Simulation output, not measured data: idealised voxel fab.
Title: Process Module voxel trench capacitor
Section shown: cut. Width: 270 nm. Cell size: 5 nm, square.
Each cross-section below is a grid of square cells, stated as bands in top-down order, with one or more rows of cells making up each band. A band entry consists of two parts. The first gives the height of the band's top and the height of its bottom, in nm. The rest lists the band's materials from left to right, each with its width in nm. A single material labelled with the word "edge to edge" fills the band from edge to edge, and the word "empty" marks empty space. Note: height 0 marks the level under which the wafer is uniformly one material as received. Lowest band unbounded below, written "0 -> down". You'd read "30->40" like this: the band's top row of cells is as wide as the first number, its bottom row is as wide as the second, and going down, every row changes width by the same amount as the row before did. "identical to before" -> step changed no cross-section cell. In "Entrapped void list" the enclosed voids are listed, meaning empty spaces of 8 cells or larger without any opening to the top. The form is width x height at distance, distance from the left edge, units nm. Whatever follows a step's settings on its line is a remark the simulator itself makes about that step. overlay nm: right-of-plan distance of the mask on a masked step; negative values mean left-of-plan.
# The steps planned for the process are as follows
1 RECEIVE, material Si
2 CONFORMAL_DEP, material SiN, thk nm 5
3 DIRECTIONAL_DEP, material aC, thk nm 15
4 PATTERN, tone open, mask id TRENCH, material resist, width nm 25, pitch nm 45, thk nm 35, overlay nm 0
5 DIRECTIONAL_ETCH, etch materials aC, depth nm 15
6 STRIP, etch materials resist
7 DIRECTIONAL_ETCH, etch materials SiN, depth nm 5
8 DIRECTIONAL_ETCH, etch materials Si, depth nm 25
9 STRIP, etch materials aC
10 CONFORMAL_DEP, material Al2O3, thk nm 5
11 FILL_DEP, material polySi, thk nm 5
12 CMP, height nm 5
# First of two wafers, with the run carried out as planned
# This is the cross-section of the wafer as we received it, i.e. after step 1
    0 -> down  Si edge to edge
    Entrapped void list: none
# Step 2 complete: cross-section through the wafer
    5 -> 0  SiN edge to edge
    Below 0, no change.
# Step 3 complete: cross-section through the wafer
    20 -> 5  aC edge to edge
    Below 5, no change.
# Step 4 complete: cross-section through the wafer
    55 -> 20  resist 100 nm; empty 25 nm; resist 20 nm; empty 25 nm; resist 100 nm
    Below 20, no change.
# Step 5 complete: cross-section through the wafer
    40 -> 20  resist 100 nm; empty 25 nm; resist 20 nm; empty 25 nm; resist 100 nm
    20 -> 5  aC 100 nm; empty 25 nm; aC 20 nm; empty 25 nm; aC 100 nm
    Below 5, no change.
# Step 6 complete: cross-section through the wafer
    20 -> 5  aC 100 nm; empty 25 nm; aC 20 nm; empty 25 nm; aC 100 nm
    Below 5, no change.
# Step 7 complete: cross-section through the wafer
    20 -> 5  aC 100 nm; empty 25 nm; aC 20 nm; empty 25 nm; aC 100 nm
    5 -> 0  SiN 100 nm; empty 25 nm; SiN 20 nm; empty 25 nm; SiN 100 nm
    Below 0, no change.
# Step 8 complete: cross-section through the wafer
    20 -> 5  aC 100 nm; empty 25 nm; aC 20 nm; empty 25 nm; aC 100 nm
    5 -> 0  SiN 100 nm; empty 25 nm; SiN 20 nm; empty 25 nm; SiN 100 nm
    0 -> -25  Si 100 nm; empty 25 nm; Si 20 nm; empty 25 nm; Si 100 nm
    Below -25, no change.
# Step 9 complete: cross-section through the wafer
    5 -> 0  SiN 100 nm; empty 25 nm; SiN 20 nm; empty 25 nm; SiN 100 nm
    Below 0, no change.
# Step 10 complete: cross-section through the wafer
    10 -> 5  Al2O3 105 nm; empty 15 nm; Al2O3 30 nm; empty 15 nm; Al2O3 105 nm
    5 -> 0  SiN 100 nm; Al2O3 5 nm; empty 15 nm; Al2O3 5 nm; SiN 20 nm; Al2O3 5 nm; empty 15 nm; Al2O3 5 nm; SiN 100 nm
    0 -> -20  Si 100 nm; Al2O3 5 nm; empty 15 nm; Al2O3 5 nm; Si 20 nm; Al2O3 5 nm; empty 15 nm; Al2O3 5 nm; Si 100 nm
    -20 -> -25  Si 100 nm; Al2O3 25 nm; Si 20 nm; Al2O3 25 nm; Si 100 nm
    Below -25, no change.
# Step 11 complete: cross-section through the wafer
    15 -> 10  polySi edge to edge
    10 -> 5  Al2O3 105 nm; polySi 15 nm; Al2O3 30 nm; polySi 15 nm; Al2O3 105 nm
    5 -> 0  SiN 100 nm; Al2O3 5 nm; polySi 15 nm; Al2O3 5 nm; SiN 20 nm; Al2O3 5 nm; polySi 15 nm; Al2O3 5 nm; SiN 100 nm
    0 -> -20  Si 100 nm; Al2O3 5 nm; polySi 15 nm; Al2O3 5 nm; Si 20 nm; Al2O3 5 nm; polySi 15 nm; Al2O3 5 nm; Si 100 nm
    Below -20, no change.
# Step 12 complete: cross-section through the wafer
    5 -> 0  SiN 100 nm; Al2O3 5 nm; polySi 15 nm; Al2O3 5 nm; SiN 20 nm; Al2O3 5 nm; polySi 15 nm; Al2O3 5 nm; SiN 100 nm
    Below 0, no change.
# Regarding the second of the two wafers: it shared the first wafer's starting condition and process plan, yet one error occurred during its execution. Its history coincides with that of the first wafer up to and including step 10
# Second wafer, cut view, end of step 11 per plan
    15 -> 10  SiN edge to edge
    10 -> 5  Al2O3 105 nm; SiN 15 nm; Al2O3 30 nm; SiN 15 nm; Al2O3 105 nm
    5 -> 0  SiN 100 nm; Al2O3 5 nm; SiN 15 nm; Al2O3 5 nm; SiN 20 nm; Al2O3 5 nm; SiN 15 nm; Al2O3 5 nm; SiN 100 nm
    0 -> -20  Si 100 nm; Al2O3 5 nm; SiN 15 nm; Al2O3 5 nm; Si 20 nm; Al2O3 5 nm; SiN 15 nm; Al2O3 5 nm; Si 100 nm
    Below -20, no change.
# Second wafer, cut view, end of step 12 per plan
    5 -> 0  SiN 100 nm; Al2O3 5 nm; SiN 15 nm; Al2O3 5 nm; SiN 20 nm; Al2O3 5 nm; SiN 15 nm; Al2O3 5 nm; SiN 100 nm
    Below 0, no change.
Deviation noted in wafer processing: step 11 did not use the planned setting and instead ran as FILL_DEP, material SiN, thk nm 5
Final comparison by cell count, materials where the second wafer has more or fewer than the first: 30 more of SiN; 30 fewer of polySi
